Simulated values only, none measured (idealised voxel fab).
Process module name: voxel ribs on slabs
The width of the displayed cross-section, cut, is 185 nm; its cells are square, with a size of 5 nm.
Reading order for cross-sections: top band down to bottom band. Underlying form: a grid of square cells. Band size: one or more rows of cells.
Look at the band entry: it leads with the top's height and the bottom's height in nm. Then it lists the materials left to right, with a width in nm for each. The word "throughout" on a single material says that material fills the band edge to edge. The word "empty" is empty space.
Height 0 is the level under which the wafer as received is all one material. The lowest band goes on downwards, as in "z 0 and below".
Per-row width for "30..40": begins at first number (top row of band), ends at second number (bottom row), increment between rows held constant.
"no modifications", as given for a step, is the statement that not any cell of the cross-section underwent a change during that step.
Each empty space that has no open way to the top and spans at least 8 cells appears under "Fully enclosed voids" as width x height at distance, the distance counted from the left edge, all in nm.
If you see something after the settings on a step's line, that's the simulator's own remark about that step.
"overlay nm" answers the question of how far to the right of plan the mask lay on a step that has a mask, and when it is negative the answer is to the left.

### The steps planned for the process are as follows
1: RECEIVE (material Si)
2: DIRECTIONAL_DEP (material SiO2; thk nm 30)
3: DIRECTIONAL_DEP (material polySi; thk nm 20)
4: PATTERN (tone cover; mask id RIB; material resist; width nm 25; thk nm 20; overlay nm 0)
5: DIRECTIONAL_ETCH (etch materials polySi; depth nm 15)
6: STRIP (etch materials resist)
7: PATTERN (tone cover; mask id SLAB; material resist; width nm 75; thk nm 20; overlay nm 0)
8: DIRECTIONAL_ETCH (etch materials polySi; depth nm 5)
9: STRIP (etch materials resist)
10: FILL_DEP (material SiO2; thk nm 30)
11: CMP (height nm 70)
12: DIRECTIONAL_DEP (material W; thk nm 10)
13: DIRECTIONAL_DEP (material aC; thk nm 10)
14: PATTERN (tone cover; mask id HEATER; material resist; width nm 35; thk nm 30; overlay nm 0)
15: DIRECTIONAL_ETCH (etch materials aC; depth nm 10)
16: STRIP (etch materials resist)
17: DIRECTIONAL_ETCH (etch materials W; depth nm 10)
18: STRIP (etch materials aC)
19: CONFORMAL_DEP (material SiN; thk nm 5)

### Cross-section, incoming material, after step 1
- z 0 and below = Si throughout
- Fully enclosed voids: none

### What the wafer looks like in cross-section after this module, when it starts as shown above and follows the plan above but one mistake is made in running it
- z 85 to 80 = 80 nm SiN, 25 nm empty, 80 nm SiN
- z 80 to 75 = 75 nm W, 5 nm SiN, 25 nm empty, 5 nm SiN, 75 nm W
- z 75 to 70 = 75 nm W, 35 nm SiN, 75 nm W
- z 70 to 50 = SiO2 throughout
- z 50 to 35 = 80 nm SiO2, 25 nm polySi, 80 nm SiO2
- z 35 to 30 = 55 nm SiO2, 75 nm polySi, 55 nm SiO2
- z 30 to 0 = SiO2 throughout
- z 0 and below = Si throughout
- Fully enclosed voids: none
Finding, execution versus plan: step 14 went in with a setting other than planned; the actual run was PATTERN (tone open; mask id HEATER; material resist; width nm 35; thk nm 30; overlay nm 0)
